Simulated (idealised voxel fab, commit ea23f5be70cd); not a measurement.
Process module in this document: voxel transistor to metal
Shown is cross-section cut, with a width of 155 nm and square cells of size 5 nm.
For the purposes of this document, a cross-section shall be understood as a grid of square cells, specified as bands listed in top-to-bottom order, each band consisting of one or more rows of cells. Band: top and bottom heights (nm) first, top before bottom; then materials from left to right, widths in nm. "everywhere" marks a sole material filling the band edge to edge. "blank" denotes empty space. Height is counted from the level 0, under which the received wafer is composed throughout of one material. The lowest of the bands is not closed at the bottom but continues downward, in the notation "0 down". A width such as "30..40" changes by the same amount from each row of cells to the next, from the band's top row to its bottom row. No cell of the cross-section changed in a step that is given as "remains unaltered". "Tabulated closed voids" means: voids of 8 cells or more that are shut off from the top with no open way through. Written width x height at distance, distance from the left edge, in nm. Note: text after step settings on the step line = simulator remark on that step. overlay nm: right-of-plan distance of the mask on a masked step; negative values mean left-of-plan.
This section lists the process steps that were planned:
| 1 | RECEIVE [material Si] |
| 2 | OXIDIZE [depth nm 5] |
| 3 | CONFORMAL_DEP [material SiN] [thk nm 15] |
| 4 | MASKED_ETCH [tone cover] [mask id ACTIVE] [width nm 95] [etch materials SiN] [depth nm 15] [overlay nm 0] |
| 5 | MASKED_ETCH [tone cover] [mask id ACTIVE] [width nm 95] [etch materials SiO2] [depth nm 5] [overlay nm 0] |
| 6 | MASKED_ETCH [tone cover] [mask id ACTIVE] [width nm 95] [etch materials Si] [depth nm 25] [overlay nm 0] |
| 7 | OXIDIZE [depth nm 5] |
| 8 | FILL_DEP [material SiO2] [thk nm 5] |
| 9 | CMP [height nm 15] |
| 10 | SELECTIVE_ETCH [etch materials SiO2] [depth nm 10] |
| 11 | STRIP [etch materials SiN] |
| 12 | SELECTIVE_ETCH [etch materials SiO2] [depth nm 5] |
| 13 | OXIDIZE [depth nm 5] |
| 14 | DIRECTIONAL_DEP [material polySi] [thk nm 20] |
| 15 | DIRECTIONAL_DEP [material SiCN] [thk nm 10] |
| 16 | MASKED_ETCH [tone cover] [mask id GATE] [width nm 15] [etch materials SiCN] [depth nm 20] [overlay nm 0] |
| 17 | MASKED_ETCH [tone cover] [mask id GATE] [width nm 15] [etch materials polySi] [depth nm 30] [overlay nm 0] |
| 18 | CONFORMAL_DEP [material SiO2] [thk nm 5] |
| 19 | DIRECTIONAL_ETCH [etch materials SiO2] [depth nm 5] |
| 20 | CONFORMAL_DEP [material SiN] [thk nm 10] |
| 21 | DIRECTIONAL_ETCH [etch materials SiN] [depth nm 10] |
| 22 | DIRECTIONAL_ETCH [etch materials SiO2] [depth nm 5] |
| 23 | DIRECTIONAL_ETCH [etch materials Si] [depth nm 15] |
| 24 | EPI [material pSi] [thk nm 20] |
| 25 | FILL_DEP [material SiO2] [thk nm 10] |
| 26 | CMP [height nm 25] |
| 27 | DIRECTIONAL_DEP [material SiO2] [thk nm 15] |
| 28 | PATTERN [tone open] [mask id CONTACT] [material resist] [width nm 20] [pitch nm 65] [thk nm 15] [overlay nm 0] |
| 29 | DIRECTIONAL_ETCH [etch materials SiO2] [depth nm 30] |
| 30 | STRIP [etch materials resist] |
| 31 | CONFORMAL_DEP [material TiN] [thk nm 5] |
| 32 | FILL_DEP [material W] [thk nm 5] |
| 33 | CMP [height nm 40] |
| 34 | DIRECTIONAL_DEP [material TiN] [thk nm 5] |
| 35 | DIRECTIONAL_DEP [material Ru] [thk nm 25] |
| 36 | PATTERN [tone cover] [mask id METAL_1] [material resist] [width nm 20] [pitch nm 65] [thk nm 15] [overlay nm 0] |
| 37 | DIRECTIONAL_ETCH [etch materials Ru] [depth nm 25] |
| 38 | DIRECTIONAL_ETCH [etch materials TiN] [depth nm 5] |
| 39 | STRIP [etch materials resist] |
| 40 | FILL_DEP [material lowk] [thk nm 10] |
| 41 | CMP [height nm 70] |
| 42 | CONFORMAL_DEP [material SiCN] [thk nm 5] |
| 43 | DIRECTIONAL_DEP [material SiO2] [thk nm 35] |
| 44 | MASKED_ETCH [tone open] [mask id METAL_2_HOLES] [width nm 15] [pitch nm 65] [etch materials SiO2] [depth nm 35] [overlay nm 0] |
| 45 | PATTERN [tone open] [mask id METAL_2] [material resist] [width nm 20] [pitch nm 65] [thk nm 20] [overlay nm 0] |
| 46 | DIRECTIONAL_ETCH [etch materials SiO2] [depth nm 20] |
| 47 | DIRECTIONAL_ETCH [etch materials SiCN] [depth nm 5] |
| 48 | STRIP [etch materials resist] |
| 49 | CONFORMAL_DEP [material TiN] [thk nm 5] |
| 50 | FILL_DEP [material Ru] [thk nm 5] |
| 51 | CMP [height nm 110] |
| 52 | CONFORMAL_DEP [material SiCN] [thk nm 5] |
Wafer as received: cross-section following step 1:
* 0 down: Si everywhere
* Tabulated closed voids: none
Cross-sectional result after module completion. Note: starting condition and plan are unchanged from above; one processing mistake was made:
* 115 to 110: SiCN everywhere
* 110 to 95: 35 of SiO2, 5 of TiN, 10 of Ru, 5 of TiN, 45 of SiO2, 5 of TiN, 10 of Ru, 5 of TiN, 35 of SiO2
* 95 to 90: 35 of SiO2, 5 of TiN, 5 of Ru, 10 of TiN, 45 of SiO2, 5 of TiN, 5 of Ru, 10 of TiN, 35 of SiO2
* 90 to 75: 35 of SiO2, 5 of TiN, 5 of Ru, 5 of TiN, 50 of SiO2, 5 of TiN, 5 of Ru, 5 of TiN, 40 of SiO2
* 75 to 70: 35 of SiCN, 15 of TiN, 50 of SiCN, 15 of TiN, 40 of SiCN
* 70 to 45: 35 of lowk, 20 of Ru, 45 of lowk, 20 of Ru, 35 of lowk
* 45 to 40: 35 of lowk, 20 of TiN, 45 of lowk, 20 of TiN, 35 of lowk
* 40 to 25: 35 of SiO2, 5 of TiN, 10 of W, 5 of TiN, 45 of SiO2, 5 of TiN, 10 of W, 5 of TiN, 35 of SiO2
* 25 to 15: 35 of SiO2, 5 of TiN, 10 of W, 5 of TiN, 5 of SiO2, 10 of SiN, 15 of SiCN, 10 of SiN, 5 of SiO2, 5 of TiN, 10 of W, 5 of TiN, 35 of SiO2
* 15 to 10: 35 of SiO2, 20 of TiN, 5 of SiO2, 10 of SiN, 15 of polySi, 10 of SiN, 5 of SiO2, 20 of TiN, 35 of SiO2
* 10 to -5: 40 of SiO2, 20 of pSi, 10 of SiN, 15 of polySi, 10 of SiN, 20 of pSi, 40 of SiO2
* -5 to -10: 25 of SiO2, 10 of SiN, 25 of pSi, 10 of SiN, 15 of SiO2, 10 of SiN, 25 of pSi, 10 of SiN, 25 of SiO2
* -10 to -25: 35 of SiO2, 25 of pSi, 35 of Si, 25 of pSi, 35 of SiO2
* -25 to -35: 35 of SiO2, 85 of Si, 35 of SiO2
* -35 down: Si everywhere
* Tabulated closed voids: none
Want to know what went wrong? step 18 of the plan: omitted, not performed
